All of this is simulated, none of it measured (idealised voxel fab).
process module | voxel capacitor over wiring
cross-section cut | 265 nm wide | cells 5 nm
A cross-section is a grid of square cells, given in bands from the top down. A band is one or more rows of cells.
Each band's line starts with the height of the band's top and of its bottom, in nm. Then come its materials from left to right, each with its width in nm. One material with "throughout" fills the band from edge to edge. "air" is empty space.
Height 0 is the level under which the wafer as received is all one material. The lowest band goes on downwards, as in "0 down".
A width such as "30 to 40" changes by the same amount from each row of cells to the next, from the band's top row to its bottom row.
"no change" after a step means that no cell of the cross-section changed.
closed voids: empty space of 8 cells or more with no open way to the top, each as width x height at its distance from the left edge, in nm
after a step's settings: what the simulator itself notes on the step
overlay nm, on a step with a mask: how far to the right of its planned place the mask lay; to the left if negative
plan
1 op RECEIVE | material Si
2 op CONFORMAL_DEP | material SiO2 | thk nm 15
3 op CONFORMAL_DEP | material SiN | thk nm 5
4 op DIRECTIONAL_DEP | material lowk | thk nm 25
5 op PATTERN | tone open | mask id METAL_1 | material resist | width nm 30 | pitch nm 85 | thk nm 15 | overlay nm 0
6 op DIRECTIONAL_ETCH | etch materials lowk | depth nm 25
7 op DIRECTIONAL_ETCH | etch materials SiN | depth nm 5
8 op STRIP | etch materials resist
9 op CONFORMAL_DEP | material TiN | thk nm 5
10 op FILL_DEP | material W | thk nm 10
11 op CMP | height nm 45
12 op EPI | material Ru | thk nm 5
13 op FILL_DEP | material SiCN | thk nm 5
14 op DIRECTIONAL_DEP | material lowk | thk nm 20
15 op MASKED_ETCH | tone open | mask id PLUG_1 | width nm 15 | etch materials lowk | depth nm 20 | overlay nm 0
16 op MASKED_ETCH | tone open | mask id PLUG_1 | width nm 15 | etch materials SiCN | depth nm 5 | overlay nm 0
17 op CONFORMAL_DEP | material TiN | thk nm 5
18 op FILL_DEP | material Cu | thk nm 5
19 op CMP | height nm 75
20 op DIRECTIONAL_DEP | material TiN | thk nm 10
21 op DIRECTIONAL_DEP | material HfO2 | thk nm 5
22 op DIRECTIONAL_DEP | material TiN | thk nm 5
23 op DIRECTIONAL_DEP | material aC | thk nm 15
24 op PATTERN | tone cover | mask id UPPER_PLATE | material resist | width nm 60 | thk nm 35 | overlay nm 0
25 op DIRECTIONAL_ETCH | etch materials aC | depth nm 15
26 op STRIP | etch materials resist
27 op DIRECTIONAL_ETCH | etch materials TiN | depth nm 5
28 op DIRECTIONAL_ETCH | etch materials HfO2 | depth nm 5
29 op STRIP | etch materials aC
30 op MASKED_ETCH | tone cover | mask id LOWER_PLATE | width nm 70 | etch materials TiN | depth nm 10 | overlay nm 0
31 op FILL_DEP | material SiO2 | thk nm 15
32 op CMP | height nm 105
33 op PATTERN | tone open | mask id PLUG_2 | material resist | width nm 15 | thk nm 15 | overlay nm 0
34 op DIRECTIONAL_ETCH | etch materials SiO2 | depth nm 10
35 op STRIP | etch materials resist
36 op CONFORMAL_DEP | material TiN | thk nm 5
37 op FILL_DEP | material Ru | thk nm 5
38 op CMP | height nm 105
39 op CONFORMAL_DEP | material SiCN | thk nm 5
first wafer, as planned
as received, after step 1
  0 down: Si throughout
  closed voids: none
after step 2
  15 to 0: SiO2 throughout
  below 0: unchanged
after step 3
  20 to 15: SiN throughout
  below 15: unchanged
after step 4
  45 to 20: lowk throughout
  below 20: unchanged
after step 5
  60 to 45: resist 75 | air 30 | resist 55 | air 30 | resist 75
  below 45: unchanged
after step 6
  60 to 45: resist 75 | air 30 | resist 55 | air 30 | resist 75
  45 to 20: lowk 75 | air 30 | lowk 55 | air 30 | lowk 75
  below 20: unchanged
after step 7
  60 to 45: resist 75 | air 30 | resist 55 | air 30 | resist 75
  45 to 20: lowk 75 | air 30 | lowk 55 | air 30 | lowk 75
  20 to 15: SiN 75 | air 30 | SiN 55 | air 30 | SiN 75
  below 15: unchanged
after step 8
  45 to 20: lowk 75 | air 30 | lowk 55 | air 30 | lowk 75
  below 20: unchanged
after step 9
  50 to 45: TiN 80 | air 20 | TiN 65 | air 20 | TiN 80
  45 to 20: lowk 75 | TiN 5 | air 20 | TiN 5 | lowk 55 | TiN 5 | air 20 | TiN 5 | lowk 75
  20 to 15: SiN 75 | TiN 30 | SiN 55 | TiN 30 | SiN 75
  below 15: unchanged
after step 10
  60 to 50: W throughout
  50 to 45: TiN 80 | W 20 | TiN 65 | W 20 | TiN 80
  45 to 20: lowk 75 | TiN 5 | W 20 | TiN 5 | lowk 55 | TiN 5 | W 20 | TiN 5 | lowk 75
  below 20: unchanged
after step 11
  45 to 20: lowk 75 | TiN 5 | W 20 | TiN 5 | lowk 55 | TiN 5 | W 20 | TiN 5 | lowk 75
  below 20: unchanged
after step 12
  50 to 45: air 70 | Ru 40 | air 45 | Ru 40 | air 70
  below 45: unchanged
after step 13
  55 to 50: SiCN throughout
  50 to 45: SiCN 70 | Ru 40 | SiCN 45 | Ru 40 | SiCN 70
  below 45: unchanged
after step 14
  75 to 55: lowk throughout
  below 55: unchanged
after step 15
  75 to 55: lowk 90 | air 15 | lowk 160
  below 55: unchanged
after step 16
  75 to 55: lowk 90 | air 15 | lowk 160
  55 to 50: SiCN 90 | air 15 | SiCN 160
  below 50: unchanged
after step 17
  80 to 75: TiN 95 | air 5 | TiN 165
  75 to 55: lowk 90 | TiN 5 | air 5 | TiN 5 | lowk 160
  55 to 50: SiCN 90 | TiN 15 | SiCN 160
  below 50: unchanged
after step 18
  85 to 80: Cu throughout
  80 to 75: TiN 95 | Cu 5 | TiN 165
  75 to 55: lowk 90 | TiN 5 | Cu 5 | TiN 5 | lowk 160
  below 55: unchanged
after step 19
  75 to 55: lowk 90 | TiN 5 | Cu 5 | TiN 5 | lowk 160
  below 55: unchanged
after step 20
  85 to 75: TiN throughout
  below 75: unchanged
after step 21
  90 to 85: HfO2 throughout
  below 85: unchanged
after step 22
  95 to 90: TiN throughout
  below 90: unchanged
after step 23
  110 to 95: aC throughout
  below 95: unchanged
after step 24
  145 to 110: air 90 | resist 60 | air 115
  below 110: unchanged
after step 25
  130 to 110: air 90 | resist 60 | air 115
  110 to 95: air 90 | aC 60 | air 115
  below 95: unchanged
after step 26
  110 to 95: air 90 | aC 60 | air 115
  below 95: unchanged
after step 27
  110 to 95: air 90 | aC 60 | air 115
  95 to 90: air 90 | TiN 60 | air 115
  below 90: unchanged
after step 28
  110 to 95: air 90 | aC 60 | air 115
  95 to 90: air 90 | TiN 60 | air 115
  90 to 85: air 90 | HfO2 60 | air 115
  below 85: unchanged
after step 29
  95 to 90: air 90 | TiN 60 | air 115
  below 90: unchanged
after step 30
  95 to 90: air 90 | TiN 60 | air 115
  90 to 85: air 90 | HfO2 60 | air 115
  85 to 75: air 85 | TiN 70 | air 110
  below 75: unchanged
after step 31
  110 to 95: SiO2 throughout
  95 to 90: SiO2 90 | TiN 60 | SiO2 115
  90 to 85: SiO2 90 | HfO2 60 | SiO2 115
  85 to 75: SiO2 85 | TiN 70 | SiO2 110
  below 75: unchanged
after step 32
  105 to 95: SiO2 throughout
  below 95: unchanged
after step 33
  120 to 105: resist 100 | air 15 | resist 150
  below 105: unchanged
after step 34
  120 to 105: resist 100 | air 15 | resist 150
  105 to 95: SiO2 100 | air 15 | SiO2 150
  below 95: unchanged
after step 35
  105 to 95: SiO2 100 | air 15 | SiO2 150
  below 95: unchanged
after step 36
  110 to 105: TiN 105 | air 5 | TiN 155
  105 to 100: SiO2 100 | TiN 5 | air 5 | TiN 5 | SiO2 150
  100 to 90: SiO2 100 to 90 | TiN 15 to 60 | SiO2 150 to 115
  below 90: unchanged
after step 37
  115 to 110: Ru throughout
  110 to 105: TiN 105 | Ru 5 | TiN 155
  105 to 100: SiO2 100 | TiN 5 | Ru 5 | TiN 5 | SiO2 150
  below 100: unchanged
after step 38
  105 to 100: SiO2 100 | TiN 5 | Ru 5 | TiN 5 | SiO2 150
  below 100: unchanged
after step 39
  110 to 105: SiCN throughout
  below 105: unchanged
second wafer: like start, like plan, one mistake. Through step 1 it matches the first wafer
when step 2 should have ended
  30 to 0: SiO2 throughout
  below 0: unchanged
when step 3 should have ended
  35 to 30: SiN throughout
  below 30: unchanged
when step 4 should have ended
  60 to 35: lowk throughout
  below 35: unchanged
when step 5 should have ended
  75 to 60: resist 75 | air 30 | resist 55 | air 30 | resist 75
  below 60: unchanged
when step 6 should have ended
  75 to 60: resist 75 | air 30 | resist 55 | air 30 | resist 75
  60 to 35: lowk 75 | air 30 | lowk 55 | air 30 | lowk 75
  below 35: unchanged
when step 7 should have ended
  75 to 60: resist 75 | air 30 | resist 55 | air 30 | resist 75
  60 to 35: lowk 75 | air 30 | lowk 55 | air 30 | lowk 75
  35 to 30: SiN 75 | air 30 | SiN 55 | air 30 | SiN 75
  below 30: unchanged
when step 8 should have ended
  60 to 35: lowk 75 | air 30 | lowk 55 | air 30 | lowk 75
  below 35: unchanged
when step 9 should have ended
  65 to 60: TiN 80 | air 20 | TiN 65 | air 20 | TiN 80
  60 to 35: lowk 75 | TiN 5 | air 20 | TiN 5 | lowk 55 | TiN 5 | air 20 | TiN 5 | lowk 75
  35 to 30: SiN 75 | TiN 30 | SiN 55 | TiN 30 | SiN 75
  below 30: unchanged
when step 10 should have ended
  75 to 65: W throughout
  65 to 60: TiN 80 | W 20 | TiN 65 | W 20 | TiN 80
  60 to 35: lowk 75 | TiN 5 | W 20 | TiN 5 | lowk 55 | TiN 5 | W 20 | TiN 5 | lowk 75
  below 35: unchanged
when step 11 should have ended
  45 to 35: lowk 75 | TiN 5 | W 20 | TiN 5 | lowk 55 | TiN 5 | W 20 | TiN 5 | lowk 75
  below 35: unchanged
when step 12 should have ended
  50 to 45: air 70 | Ru 40 | air 45 | Ru 40 | air 70
  below 45: unchanged
when step 13 should have ended
  55 to 50: SiCN throughout
  50 to 45: SiCN 70 | Ru 40 | SiCN 45 | Ru 40 | SiCN 70
  below 45: unchanged
when step 14 should have ended
  75 to 55: lowk throughout
  below 55: unchanged
when step 15 should have ended
  75 to 55: lowk 90 | air 15 | lowk 160
  below 55: unchanged
when step 16 should have ended
  75 to 55: lowk 90 | air 15 | lowk 160
  55 to 50: SiCN 90 | air 15 | SiCN 160
  below 50: unchanged
when step 17 should have ended
  80 to 75: TiN 95 | air 5 | TiN 165
  75 to 55: lowk 90 | TiN 5 | air 5 | TiN 5 | lowk 160
  55 to 50: SiCN 90 | TiN 15 | SiCN 160
  below 50: unchanged
when step 18 should have ended
  85 to 80: Cu throughout
  80 to 75: TiN 95 | Cu 5 | TiN 165
  75 to 55: lowk 90 | TiN 5 | Cu 5 | TiN 5 | lowk 160
  below 55: unchanged
when step 19 should have ended
  75 to 55: lowk 90 | TiN 5 | Cu 5 | TiN 5 | lowk 160
  below 55: unchanged
when step 20 should have ended
  85 to 75: TiN throughout
  below 75: unchanged
when step 21 should have ended
  90 to 85: HfO2 throughout
  below 85: unchanged
when step 22 should have ended
  95 to 90: TiN throughout
  below 90: unchanged
when step 23 should have ended
  110 to 95: aC throughout
  below 95: unchanged
when step 24 should have ended
  145 to 110: air 90 | resist 60 | air 115
  below 110: unchanged
when step 25 should have ended
  130 to 110: air 90 | resist 60 | air 115
  110 to 95: air 90 | aC 60 | air 115
  below 95: unchanged
when step 26 should have ended
  110 to 95: air 90 | aC 60 | air 115
  below 95: unchanged
when step 27 should have ended
  110 to 95: air 90 | aC 60 | air 115
  95 to 90: air 90 | TiN 60 | air 115
  below 90: unchanged
when step 28 should have ended
  110 to 95: air 90 | aC 60 | air 115
  95 to 90: air 90 | TiN 60 | air 115
  90 to 85: air 90 | HfO2 60 | air 115
  below 85: unchanged
when step 29 should have ended
  95 to 90: air 90 | TiN 60 | air 115
  below 90: unchanged
when step 30 should have ended
  95 to 90: air 90 | TiN 60 | air 115
  90 to 85: air 90 | HfO2 60 | air 115
  85 to 75: air 85 | TiN 70 | air 110
  below 75: unchanged
when step 31 should have ended
  110 to 95: SiO2 throughout
  95 to 90: SiO2 90 | TiN 60 | SiO2 115
  90 to 85: SiO2 90 | HfO2 60 | SiO2 115
  85 to 75: SiO2 85 | TiN 70 | SiO2 110
  below 75: unchanged
when step 32 should have ended
  105 to 95: SiO2 throughout
  below 95: unchanged
when step 33 should have ended
  120 to 105: resist 100 | air 15 | resist 150
  below 105: unchanged
when step 34 should have ended
  120 to 105: resist 100 | air 15 | resist 150
  105 to 95: SiO2 100 | air 15 | SiO2 150
  below 95: unchanged
when step 35 should have ended
  105 to 95: SiO2 100 | air 15 | SiO2 150
  below 95: unchanged
when step 36 should have ended
  110 to 105: TiN 105 | air 5 | TiN 155
  105 to 100: SiO2 100 | TiN 5 | air 5 | TiN 5 | SiO2 150
  100 to 90: SiO2 100 to 90 | TiN 15 to 60 | SiO2 150 to 115
  below 90: unchanged
when step 37 should have ended
  115 to 110: Ru throughout
  110 to 105: TiN 105 | Ru 5 | TiN 155
  105 to 100: SiO2 100 | TiN 5 | Ru 5 | TiN 5 | SiO2 150
  below 100: unchanged
when step 38 should have ended
  105 to 100: SiO2 100 | TiN 5 | Ru 5 | TiN 5 | SiO2 150
  below 100: unchanged
when step 39 should have ended
  110 to 105: SiCN throughout
  below 105: unchanged
what went wrong: step 2 was run twice
at the end the second wafer has, in cells: 159 more of SiO2 | 12 fewer of TiN | 24 fewer of W | 123 fewer of lowk
